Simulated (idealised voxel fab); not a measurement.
Process module under the name voxel tone inversion
Section cut is 170 nm wide and gridded with 5 nm square cells.
Each cross-section below is a grid of square cells, stated as bands in top-down order, with one or more rows of cells making up each band.
First you get the band's top height and its bottom height, in nm, and then the materials it's made of, left to right, with each width in nm. If you see a single material with "edge to edge", that one covers the band edge to edge. "blank" is empty space.
Height is counted from the level 0, under which the received wafer is composed throughout of one material. The lowest of the bands is not closed at the bottom but continues downward, in the notation "from 0 down".
When a width is written as two numbers, as in "30 to 40", the first number is the width in the top row of cells of the band and the second is the width in its bottom row, and the width changes by the same amount from each row to the next.
A step reported as "no change occurred" is a step in which no cell of the cross-section changed.
"Closed void list" specifies each empty space that is not open to the top and that occupies no fewer than 8 cells, using the form width x height at distance, the distance measured from the left edge and all three quantities in nm.
That trailing text on a step's line, after the settings, is the simulator's own remark on the step.
You can add "overlay nm" to a step's line. For a step with a mask, it describes how far the mask lay to the right of its planned position, and a negative number describes a lay to the left.

Process steps foreseen in the plan
step 1: RECEIVE,material Si
step 2: CONFORMAL_DEP,material SiN,thk nm 10
step 3: DIRECTIONAL_DEP,material aC,thk nm 25
step 4: PATTERN,tone cover,mask id POSTS,material resist,width nm 15,pitch nm 40,thk nm 30,overlay nm 0
step 5: DIRECTIONAL_ETCH,etch materials aC,depth nm 25
step 6: STRIP,etch materials resist
step 7: FILL_DEP,material lowk,thk nm 10
step 8: CMP,height nm 35
step 9: STRIP,etch materials aC
step 10: CONFORMAL_DEP,material TiN,thk nm 5
step 11: FILL_DEP,material Ru,thk nm 10
step 12: CMP,height nm 35
step 13: CONFORMAL_DEP,material SiCN,thk nm 5
Heads up: all these wafers start the same, and what changes between them is the width nm in step 4. The value you see in the plan is just what the first wafer got.

The first of several wafers as received, shown in cross-section; this is its state after step 1
* from 0 down | Si edge to edge
* Closed void list: none

After the module's final step, step 13: the first of several wafers in cross-section
* from 40 to 35 | SiCN edge to edge
* from 35 to 15 | 35 nm lowk / 5 nm TiN / 5 nm Ru / 5 nm TiN / 25 nm lowk / 5 nm TiN / 5 nm Ru / 5 nm TiN / 25 nm lowk / 5 nm TiN / 5 nm Ru / 5 nm TiN / 40 nm lowk
* from 15 to 10 | 35 nm lowk / 15 nm TiN / 25 nm lowk / 15 nm TiN / 25 nm lowk / 15 nm TiN / 40 nm lowk
* from 10 to 0 | SiN edge to edge
* from 0 down | Si edge to edge
* Closed void list: none

Cross-sectional view of the final wafer of several at the module's end
* from 40 to 35 | SiCN edge to edge
* from 35 to 15 | 30 nm lowk / 5 nm TiN / 15 nm Ru / 5 nm TiN / 15 nm lowk / 5 nm TiN / 15 nm Ru / 5 nm TiN / 15 nm lowk / 5 nm TiN / 15 nm Ru / 5 nm TiN / 35 nm lowk
* from 15 to 10 | 30 nm lowk / 25 nm TiN / 15 nm lowk / 25 nm TiN / 15 nm lowk / 25 nm TiN / 35 nm lowk
* from 10 to 0 | SiN edge to edge
* from 0 down | Si edge to edge
* Closed void list: none

For your reference, the table is organized with a row per wafer; each row reflects the wafer at the end of the module, indicating for each material the cells gained (+) or lost (-) since receipt, and thereafter its closed voids
width nm 15 | +12 Ru | +34 SiCN | +68 SiN | +33 TiN | +125 lowk | Closed void list: none
width nm 20 | +24 Ru | +34 SiCN | +68 SiN | +36 TiN | +110 lowk | Closed void list: none
width nm 25 | +36 Ru | +34 SiCN | +68 SiN | +39 TiN | +95 lowk | Closed void list: none
